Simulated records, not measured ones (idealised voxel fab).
Module name: voxel fin reveal (process module)
Xsec cut, 205 nm wide, square cell size 5 nm.
Cross-section, as written here: a square-cell grid given band by band from the top down, where a band holds one or more rows of cells.
Quick guide to a band line: top height, bottom height (nm) up front; then every material left to right with its width in nm. Only one material and it's marked "full width"? Then it fills the band edge to edge. And "empty" just means empty space.
It should be noted that heights are counted from 0, beneath which the wafer as supplied is of one material throughout, and that the lowest band possesses no lower boundary but continues downward, as written in "z 0 and below".
A two-number width, for instance "30 to 40", indicates that the width is equal to the first number in the top row of the band and to the second number in the bottom row, and that it changes by a constant amount per row of cells.
Step marked "all unchanged"? Then no cell in the cross-section changed in it.
Heads up: "Voids, sealed" only lists the empty pockets with no open path to the top that are 8 cells or more, and it writes them as width x height at distance, distance from the left edge, in nm.
If you see something after the settings on a step's line, that's the simulator's own remark about that step.
Each step line may optionally specify "overlay nm", which for a step with a mask gives the rightward distance between the mask's planned place and where it lay, a negative value indicating the leftward direction.

The planned process steps are enumerated hereunder:
1,RECEIVE (material Si)
2,CONFORMAL_DEP (material SiN; thk nm 5)
3,DIRECTIONAL_DEP (material aC; thk nm 10)
4,PATTERN (tone cover; mask id FINS; material resist; width nm 15; pitch nm 45; thk nm 30; overlay nm 0)
5,DIRECTIONAL_ETCH (etch materials aC; depth nm 10)
6,STRIP (etch materials resist)
7,DIRECTIONAL_ETCH (etch materials SiN; depth nm 5)
8,DIRECTIONAL_ETCH (etch materials Si; depth nm 35)
9,STRIP (etch materials aC)
10,FILL_DEP (material SiO2; thk nm 15)
11,CMP (height nm 5)
12,SELECTIVE_ETCH (etch materials SiO2; depth nm 15)
13,STRIP (etch materials SiN)
14,CONFORMAL_DEP (material HfO2; thk nm 5)

As-received wafer cross-section (after step 1):
- z 0 and below = Si full width
- Voids, sealed: none

One mistake in running the module, otherwise start and plan as above: cross-section at the end:
- z 5 to 0 = 45 nm empty; 25 nm HfO2; 20 nm empty; 25 nm HfO2; 20 nm empty; 25 nm HfO2; 45 nm empty
- z 0 to -5 = 45 nm empty; 5 nm HfO2; 15 nm Si; 5 nm HfO2; 20 nm empty; 5 nm HfO2; 15 nm Si; 5 nm HfO2; 20 nm empty; 5 nm HfO2; 15 nm Si; 5 nm HfO2; 45 nm empty
- z -5 to -10 = 50 nm HfO2; 15 nm Si; 30 nm HfO2; 15 nm Si; 30 nm HfO2; 15 nm Si; 50 nm HfO2
- z -10 to -45 = 50 nm SiO2; 15 nm Si; 30 nm SiO2; 15 nm Si; 30 nm SiO2; 15 nm Si; 50 nm SiO2
- z -45 and below = Si full width
- Voids, sealed: none
Finding, execution versus plan: in deviation from the planned setting, step 8 was conducted as DIRECTIONAL_ETCH (etch materials Si; depth nm 45)
